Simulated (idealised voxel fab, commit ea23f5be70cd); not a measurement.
This section sets out a process module, namely voxel released beams.
It is cross-section cut that appears here, measuring 250 nm in width, its square cells being 5 nm in size.
Cross-section layout: square cells on a grid; listed as bands, top to bottom; a band spans one or more cell rows. Within each band entry, the heights of the top and of the bottom of the band appear first, in that order and in nm; the materials of the band then follow from left to right, each with its corresponding width in nm. The designation "all across" on a single material indicates that it fills the band from edge to edge; the designation "air" indicates empty space. The reference from which all heights are counted is 0, the level beneath which the as-received wafer is entirely one material; the lowest band, having no lower bound, proceeds downward and is written after the example "0..down". Graded width ("30..40"): value in top row of band = first number; value in bottom row = second number; row-to-row change constant. A step reported as "no alteration" is a step in which no cell of the cross-section changed. Look at "Closed voids list" for the closed voids: empty spaces with no open path to the top, sized 8 cells or up. Each is width x height at distance, distance from the left edge, all nm. What comes after the settings on a step's line is commentary from the simulator itself on that step. overlay nm, on a step with a mask: how far to the right of its planned place the mask lay; to the left if negative.
Planned step list for the process
1: RECEIVE: material Si
2: CONFORMAL_DEP: material SiN, thk nm 5
3: DIRECTIONAL_DEP: material SiO2, thk nm 10
4: MASKED_ETCH: tone open, mask id ANCHOR, width nm 40, etch materials SiO2, depth nm 10, overlay nm 0
5: CONFORMAL_DEP: material polySi, thk nm 15
6: DIRECTIONAL_DEP: material aC, thk nm 10
7: PATTERN: tone cover, mask id BEAM, material resist, width nm 115, thk nm 25, overlay nm 0
8: DIRECTIONAL_ETCH: etch materials aC, depth nm 10
9: STRIP: etch materials resist
10: DIRECTIONAL_ETCH: etch materials polySi, depth nm 15
11: STRIP: etch materials aC
12: STRIP: etch materials SiO2
First of two wafers - as planned
Cross-section of the wafer upon arrival, representing the state reached after step 1
- 0..down  Si all across
- Closed voids list: none
How the wafer stands in section after step 2
- 5..0  SiN all across
- Below 0 it's all the same as before, nothing changed down there.
How the wafer stands in section after step 3
- 15..5  SiO2 all across
- Below 5 it's all the same as before, nothing changed down there.
How the wafer stands in section after step 4
- 15..5  SiO2 70 nm, air 40 nm, SiO2 140 nm
- Below 5 it's all the same as before, nothing changed down there.
How the wafer stands in section after step 5
- 30..20  polySi 85 nm, air 10 nm, polySi 155 nm
- 20..15  polySi all across
- 15..5  SiO2 70 nm, polySi 40 nm, SiO2 140 nm
- Below 5 it's all the same as before, nothing changed down there.
How the wafer stands in section after step 6
- 40..30  aC 85 nm, air 10 nm, aC 155 nm
- 30..20  polySi 85 nm, aC 10 nm, polySi 155 nm
- Below 20 it's all the same as before, nothing changed down there.
How the wafer stands in section after step 7
- 65..40  air 65 nm, resist 115 nm, air 70 nm
- 40..30  aC 85 nm, resist 10 nm, aC 155 nm
- Below 30 it's all the same as before, nothing changed down there.
How the wafer stands in section after step 8
- 55..40  air 65 nm, resist 115 nm, air 70 nm
- 40..30  air 65 nm, aC 20 nm, resist 10 nm, aC 85 nm, air 70 nm
- Below 30 it's all the same as before, nothing changed down there.
How the wafer stands in section after step 9
- 40..30  air 65 nm, aC 20 nm, air 10 nm, aC 85 nm, air 70 nm
- Below 30 it's all the same as before, nothing changed down there.
How the wafer stands in section after step 10
- 40..30  air 65 nm, aC 20 nm, air 10 nm, aC 85 nm, air 70 nm
- 30..20  air 65 nm, polySi 20 nm, aC 10 nm, polySi 85 nm, air 70 nm
- 20..15  air 65 nm, polySi 115 nm, air 70 nm
- Below 15 it's all the same as before, nothing changed down there.
How the wafer stands in section after step 11
- 30..20  air 65 nm, polySi 20 nm, air 10 nm, polySi 85 nm, air 70 nm
- Below 20 it's all the same as before, nothing changed down there.
How the wafer stands in section after step 12
- 30..20  air 65 nm, polySi 20 nm, air 10 nm, polySi 85 nm, air 70 nm
- 20..15  air 65 nm, polySi 115 nm, air 70 nm
- 15..5  air 70 nm, polySi 40 nm, air 140 nm
- Below 5 it's all the same as before, nothing changed down there.
Wafer two of two - same starting point, same process plan, one mistake in execution; matches wafer one up to and including step 6
Second wafer cross-section, taken as of the time the plan sets for step 7 to be done
- 65..40  air 60 nm, resist 125 nm, air 65 nm
- 40..30  aC 85 nm, resist 10 nm, aC 155 nm
- Below 30 it's all the same as before, nothing changed down there.
Second wafer cross-section, taken as of the time the plan sets for step 8 to be done
- 55..40  air 60 nm, resist 125 nm, air 65 nm
- 40..30  air 60 nm, aC 25 nm, resist 10 nm, aC 90 nm, air 65 nm
- Below 30 it's all the same as before, nothing changed down there.
Second wafer cross-section, taken as of the time the plan sets for step 9 to be done
- 40..30  air 60 nm, aC 25 nm, air 10 nm, aC 90 nm, air 65 nm
- Below 30 it's all the same as before, nothing changed down there.
Second wafer cross-section, taken as of the time the plan sets for step 10 to be done
- 40..30  air 60 nm, aC 25 nm, air 10 nm, aC 90 nm, air 65 nm
- 30..20  air 60 nm, polySi 25 nm, aC 10 nm, polySi 90 nm, air 65 nm
- 20..15  air 60 nm, polySi 125 nm, air 65 nm
- Below 15 it's all the same as before, nothing changed down there.
Second wafer cross-section, taken as of the time the plan sets for step 11 to be done
- 30..20  air 60 nm, polySi 25 nm, air 10 nm, polySi 90 nm, air 65 nm
- Below 20 it's all the same as before, nothing changed down there.
Second wafer cross-section, taken as of the time the plan sets for step 12 to be done
- 30..20  air 60 nm, polySi 25 nm, air 10 nm, polySi 90 nm, air 65 nm
- 20..15  air 60 nm, polySi 125 nm, air 65 nm
- 15..5  air 70 nm, polySi 40 nm, air 140 nm
- Below 5 it's all the same as before, nothing changed down there.
Deviation noted in wafer processing: the process deviated at step 7: the operation and settings actually run there were PATTERN: tone cover, mask id BEAM, material resist, width nm 125, thk nm 25, overlay nm 0
It is noted that, at the conclusion of processing, the second wafer exhibits a higher or lower cell count for certain materials relative to the first: 6 more of polySi
